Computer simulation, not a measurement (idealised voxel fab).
This section sets out a process module, namely voxel air gaps.
It is cross-section cut that appears here, measuring 275 nm in width, its square cells being 5 nm in size.
Cross-section spec: square-cell grid; bands listed top down; each band is one or more rows. Within each band entry, the heights of the top and of the bottom of the band appear first, in that order and in nm; the materials of the band then follow from left to right, each with its corresponding width in nm. The designation "all across" on a single material indicates that it fills the band from edge to edge; the designation "blank" indicates empty space. Height 0 is the level under which the wafer as received is all one material. The lowest band goes on downwards, as in "0..down". Graded width ("30..40"): value in top row of band = first number; value in bottom row = second number; row-to-row change constant. For the purposes of this document, the phrase "left unchanged" attached to a step denotes that no cell within the cross-section was modified by that step. "Entrapped void list" lists enclosed empty spaces (at least 8 cells, no open path upward to the top), each as width x height at distance from the left edge, in nm. Read whatever lies past the settings on a step's line as the simulator's own remark about the step. Steps that use a mask can have "overlay nm" on their line. It says how far the mask sat to the right of where it was meant to be. Negative means to the left.

Listed below are the process steps as planned
1,op RECEIVE | material Si
2,op CONFORMAL_DEP | material SiO2 | thk nm 10
3,op CONFORMAL_DEP | material SiCN | thk nm 5
4,op DIRECTIONAL_DEP | material SiO2 | thk nm 40
5,op DIRECTIONAL_DEP | material aC | thk nm 10
6,op PATTERN | tone open | mask id LINES | material resist | width nm 25 | pitch nm 55 | thk nm 30 | overlay nm -15
7,op DIRECTIONAL_ETCH | etch materials aC | depth nm 10
8,op STRIP | etch materials resist
9,op DIRECTIONAL_ETCH | etch materials SiO2 | depth nm 40
10,op STRIP | etch materials aC
11,op CONFORMAL_DEP | material TiN | thk nm 5
12,op FILL_DEP | material Ru | thk nm 10
13,op CMP | height nm 55
14,op EPI | material Ru | thk nm 10
15,op SELECTIVE_ETCH | etch materials SiO2 | depth nm 50
16,op CONFORMAL_DEP | material SiCN | thk nm 5
Every wafer here starts from the same state; it is the step 6 overlay nm that distinguishes them, and the value the plan gives belongs to the first wafer.

Incoming state of the first of several wafers in cross-section: after step 1
0..down  Si all across
Entrapped void list: none

Cross-section of the first of several wafers, taken after step 16, where the module ends
70..65  blank (40), SiCN (165), blank (70)
65..55  blank (40), SiCN (5), Ru (45), SiCN (10), Ru (45), SiCN (10), Ru (45), SiCN (5), blank (70)
55..50  blank (40), SiCN (15), TiN (5), Ru (15), TiN (5), SiCN (30), TiN (5), Ru (15), TiN (5), SiCN (30), TiN (5), Ru (15), TiN (5), SiCN (15), blank (70)
50..20  blank (50), SiCN (5), TiN (5), Ru (15), TiN (5), SiCN (5), blank (20), SiCN (5), TiN (5), Ru (15), TiN (5), SiCN (5), blank (20), SiCN (5), TiN (5), Ru (15), TiN (5), SiCN (5), blank (80)
20..15  SiCN (55), TiN (25), SiCN (30), TiN (25), SiCN (30), TiN (25), SiCN (85)
15..10  SiCN all across
10..0  SiO2 all across
0..down  Si all across
Entrapped void list: 20 x 30 at 85; 20 x 30 at 140

Cross-section, last wafer, module completion
70..65  blank (70), SiCN (165), blank (40)
65..55  blank (70), SiCN (5), Ru (45), SiCN (10), Ru (45), SiCN (10), Ru (45), SiCN (5), blank (40)
55..50  blank (70), SiCN (15), TiN (5), Ru (15), TiN (5), SiCN (30), TiN (5), Ru (15), TiN (5), SiCN (30), TiN (5), Ru (15), TiN (5), SiCN (15), blank (40)
50..20  blank (80), SiCN (5), TiN (5), Ru (15), TiN (5), SiCN (5), blank (20), SiCN (5), TiN (5), Ru (15), TiN (5), SiCN (5), blank (20), SiCN (5), TiN (5), Ru (15), TiN (5), SiCN (5), blank (50)
20..15  SiCN (85), TiN (25), SiCN (30), TiN (25), SiCN (30), TiN (25), SiCN (55)
15..10  SiCN all across
10..0  SiO2 all across
0..down  Si all across
Entrapped void list: 20 x 30 at 115; 20 x 30 at 170

Per wafer (row), end of module: delta in cells per material since receipt, (+) for gained, (-) for lost; closed voids after that
overlay nm -15; +117 Ru; +194 SiCN; +110 SiO2; +57 TiN; Entrapped void list: 20 x 30 at 85; 20 x 30 at 140
overlay nm -10; +117 Ru; +194 SiCN; +110 SiO2; +57 TiN; Entrapped void list: 20 x 30 at 90; 20 x 30 at 145
overlay nm -5; +117 Ru; +194 SiCN; +110 SiO2; +57 TiN; Entrapped void list: 20 x 30 at 95; 20 x 30 at 150
overlay nm 0; +117 Ru; +194 SiCN; +110 SiO2; +57 TiN; Entrapped void list: 20 x 30 at 100; 20 x 30 at 155
overlay nm 5; +117 Ru; +194 SiCN; +110 SiO2; +57 TiN; Entrapped void list: 20 x 30 at 105; 20 x 30 at 160
overlay nm 10; +117 Ru; +194 SiCN; +110 SiO2; +57 TiN; Entrapped void list: 20 x 30 at 110; 20 x 30 at 165
overlay nm 15; +117 Ru; +194 SiCN; +110 SiO2; +57 TiN; Entrapped void list: 20 x 30 at 115; 20 x 30 at 170
